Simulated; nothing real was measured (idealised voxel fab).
This section sets out a process module, namely voxel wiring stack.
Displayed cross-section: cut, width of 210 nm, square cells sized 5 nm.
Think of the cross-section as a grid of square cells. We describe it in bands, top to bottom, and each band covers one or more rows of those cells. Top, bottom (nm), then materials left to right with widths (nm); lone material tagged "everywhere" fills the whole band edge to edge; "blank" = empty space. Heights from 0 (as-received wafer is one material below). Bottom band endless downward, as "0 down". Think of "30->40" as a width that walks from the first number to the second as you go down the band, top row to bottom row, taking equal-sized steps from row to row. You'll sometimes find "nothing different" written for a step, and that's the way of saying that nowhere in the cross-section did a cell change during that step. Closed void register: empty space of 8 cells or more with no open way to the top, each as width x height at its distance from the left edge, in nm. On a step's line, text after the settings is the simulator commenting on that step. overlay nm: on a step with a mask, how far right of its planned place the mask lay; negative means left.

The steps planned for the process are as follows:
- 1: RECEIVE with material Si
- 2: CONFORMAL_DEP with material SiO2, thk nm 10
- 3: CONFORMAL_DEP with material SiCN, thk nm 5
- 4: DIRECTIONAL_DEP with material SiO2, thk nm 25
- 5: PATTERN with tone open, mask id METAL_1, material resist, width nm 30, pitch nm 60, thk nm 20, overlay nm 0
- 6: DIRECTIONAL_ETCH with etch materials SiO2, depth nm 25
- 7: DIRECTIONAL_ETCH with etch materials SiCN, depth nm 5
- 8: STRIP with etch materials resist
- 9: CONFORMAL_DEP with material TiN, thk nm 5
- 10: FILL_DEP with material Cu, thk nm 5
- 11: CMP with height nm 40
- 12: CONFORMAL_DEP with material SiCN, thk nm 5
- 13: DIRECTIONAL_DEP with material lowk, thk nm 25
- 14: PATTERN with tone open, mask id METAL_2_HOLES, material resist, width nm 15, pitch nm 60, thk nm 20, overlay nm 0
- 15: DIRECTIONAL_ETCH with etch materials lowk, depth nm 25
- 16: STRIP with etch materials resist
- 17: PATTERN with tone open, mask id METAL_2, material resist, width nm 30, pitch nm 60, thk nm 20, overlay nm 0
- 18: DIRECTIONAL_ETCH with etch materials lowk, depth nm 15
- 19: DIRECTIONAL_ETCH with etch materials SiCN, depth nm 5
- 20: STRIP with etch materials resist
- 21: CONFORMAL_DEP with material TiN, thk nm 5
- 22: FILL_DEP with material Ru, thk nm 10
- 23: CMP with height nm 70
- 24: CONFORMAL_DEP with material SiCN, thk nm 5
- 25: DIRECTIONAL_DEP with material SiO2, thk nm 15
- 26: PATTERN with tone open, mask id PLUG_2, material resist, width nm 15, thk nm 15, overlay nm 0
- 27: DIRECTIONAL_ETCH with etch materials SiO2, depth nm 15
- 28: DIRECTIONAL_ETCH with etch materials SiCN, depth nm 5
- 29: STRIP with etch materials resist
- 30: EPI with material Ru, thk nm 10
- 31: EPI with material Ru, thk nm 10
- 32: DIRECTIONAL_DEP with material TiN, thk nm 5
- 33: DIRECTIONAL_DEP with material Ru, thk nm 20
- 34: PATTERN with tone cover, mask id METAL_3, material resist, width nm 30, pitch nm 60, thk nm 20, overlay nm 0
- 35: DIRECTIONAL_ETCH with etch materials Ru, depth nm 20
- 36: DIRECTIONAL_ETCH with etch materials TiN, depth nm 5
- 37: STRIP with etch materials resist
- 38: CONFORMAL_DEP with material SiCN, thk nm 5
- 39: FILL_DEP with material SiO2, thk nm 10
- 40: CMP with height nm 115
- 41: CONFORMAL_DEP with material SiCN, thk nm 5
- 42: DIRECTIONAL_DEP with material SiO2, thk nm 30
- 43: PATTERN with tone open, mask id METAL_4_HOLES, material resist, width nm 15, pitch nm 60, thk nm 15, overlay nm 0
- 44: DIRECTIONAL_ETCH with etch materials SiO2, depth nm 30
- 45: STRIP with etch materials resist
- 46: MASKED_ETCH with tone open, mask id METAL_4, width nm 30, pitch nm 60, etch materials SiO2, depth nm 15, overlay nm 0
- 47: MASKED_ETCH with tone open, mask id METAL_4, width nm 30, pitch nm 60, etch materials SiCN, depth nm 5, overlay nm 0
- 48: CONFORMAL_DEP with material TiN, thk nm 5
- 49: FILL_DEP with material Cu, thk nm 10
- 50: CMP with height nm 150
- 51: CONFORMAL_DEP with material SiCN, thk nm 5
Every wafer here starts from the same state; it is the step 14 width nm that distinguishes them, and the value the plan gives belongs to the first wafer.

The first of several wafers, as received after step 1, seen in section:
> 0 down  Si everywhere
> Closed void register: none

The cross-section of the first of several wafers is given below for the end of the module, after its final step, step 51:
> 155 to 150  SiCN everywhere
> 150 to 140  SiO2: 60; TiN: 5; Cu: 20; TiN: 5; SiO2: 30; TiN: 5; Cu: 20; TiN: 5; SiO2: 60
> 140 to 135  SiO2: 60; TiN: 5; Cu: 5; TiN: 20; SiO2: 30; TiN: 5; Cu: 5; TiN: 20; SiO2: 60
> 135 to 120  SiO2: 60; TiN: 5; Cu: 5; TiN: 5; SiO2: 45; TiN: 5; Cu: 5; TiN: 5; SiO2: 75
> 120 to 115  SiCN: 60; TiN: 15; SiCN: 45; TiN: 15; SiCN: 75
> 115 to 95  SiO2: 55; SiCN: 5; Ru: 30; SiCN: 5; SiO2: 20; SiCN: 5; Ru: 30; SiCN: 5; SiO2: 55
> 95 to 90  SiCN: 60; TiN: 30; SiCN: 30; TiN: 30; SiCN: 60
> 90 to 75  SiO2: 60; Ru: 15; SiO2: 135
> 75 to 70  SiCN: 60; Ru: 15; SiCN: 135
> 70 to 60  lowk: 60; TiN: 5; Ru: 20; TiN: 5; lowk: 30; TiN: 5; Ru: 20; TiN: 5; lowk: 60
> 60 to 55  lowk: 60; TiN: 5; Ru: 5; TiN: 20; lowk: 30; TiN: 5; Ru: 5; TiN: 20; lowk: 60
> 55 to 45  lowk: 60; TiN: 5; Ru: 5; TiN: 5; lowk: 45; TiN: 5; Ru: 5; TiN: 5; lowk: 75
> 45 to 40  SiCN: 60; TiN: 15; SiCN: 45; TiN: 15; SiCN: 75
> 40 to 15  SiO2: 60; TiN: 5; Cu: 20; TiN: 5; SiO2: 30; TiN: 5; Cu: 20; TiN: 5; SiO2: 60
> 15 to 10  SiCN: 60; TiN: 30; SiCN: 30; TiN: 30; SiCN: 60
> 10 to 0  SiO2 everywhere
> 0 down  Si everywhere
> Closed void register: none

Last-wafer cross-section at the end of the module:
> 155 to 150  SiCN everywhere
> 150 to 140  SiO2: 60; TiN: 5; Cu: 20; TiN: 5; SiO2: 30; TiN: 5; Cu: 20; TiN: 5; SiO2: 60
> 140 to 135  SiO2: 60; TiN: 5; Cu: 5; TiN: 20; SiO2: 30; TiN: 5; Cu: 5; TiN: 20; SiO2: 60
> 135 to 120  SiO2: 60; TiN: 5; Cu: 5; TiN: 5; SiO2: 45; TiN: 5; Cu: 5; TiN: 5; SiO2: 75
> 120 to 115  SiCN: 60; TiN: 15; SiCN: 45; TiN: 15; SiCN: 75
> 115 to 95  SiO2: 55; SiCN: 5; Ru: 30; SiCN: 5; SiO2: 20; SiCN: 5; Ru: 30; SiCN: 5; SiO2: 55
> 95 to 90  SiCN: 60; TiN: 30; SiCN: 30; TiN: 30; SiCN: 60
> 90 to 75  SiO2: 60; Ru: 15; SiO2: 135
> 75 to 70  SiCN: 60; Ru: 15; SiCN: 135
> 70 to 60  lowk: 55; TiN: 5; Ru: 25; TiN: 5; lowk: 25; TiN: 5; Ru: 25; TiN: 5; lowk: 60
> 60 to 50  lowk: 55; TiN: 5; Ru: 20; TiN: 10->5; lowk: 25->30; TiN: 5; Ru: 20; TiN: 10->5; lowk: 60->65
> 50 to 45  lowk: 55; TiN: 10; Ru: 15; TiN: 5; lowk: 30; TiN: 10; Ru: 15; TiN: 5; lowk: 65
> 45 to 40  SiCN: 60; TiN: 25; SiCN: 35; TiN: 25; SiCN: 65
> 40 to 15  SiO2: 60; TiN: 5; Cu: 20; TiN: 5; SiO2: 30; TiN: 5; Cu: 20; TiN: 5; SiO2: 60
> 15 to 10  SiCN: 60; TiN: 30; SiCN: 30; TiN: 30; SiCN: 60
> 10 to 0  SiO2 everywhere
> 0 down  Si everywhere
> Closed void register: none

Quick key for the table: a row per wafer, taken at the end of the module. For each material it tells you how many cells the wafer gained (+) or lost (-) since it came in, and the closed voids come after:
width nm 15; +64 Cu; +82 Ru; +229 SiCN; +653 SiO2; +112 TiN; +162 lowk; Closed void register: none
width nm 20; +64 Cu; +88 Ru; +227 SiCN; +653 SiO2; +112 TiN; +158 lowk; Closed void register: none
width nm 25; +64 Cu; +96 Ru; +227 SiCN; +653 SiO2; +114 TiN; +148 lowk; Closed void register: none
width nm 30; +64 Cu; +102 Ru; +225 SiCN; +653 SiO2; +114 TiN; +144 lowk; Closed void register: none
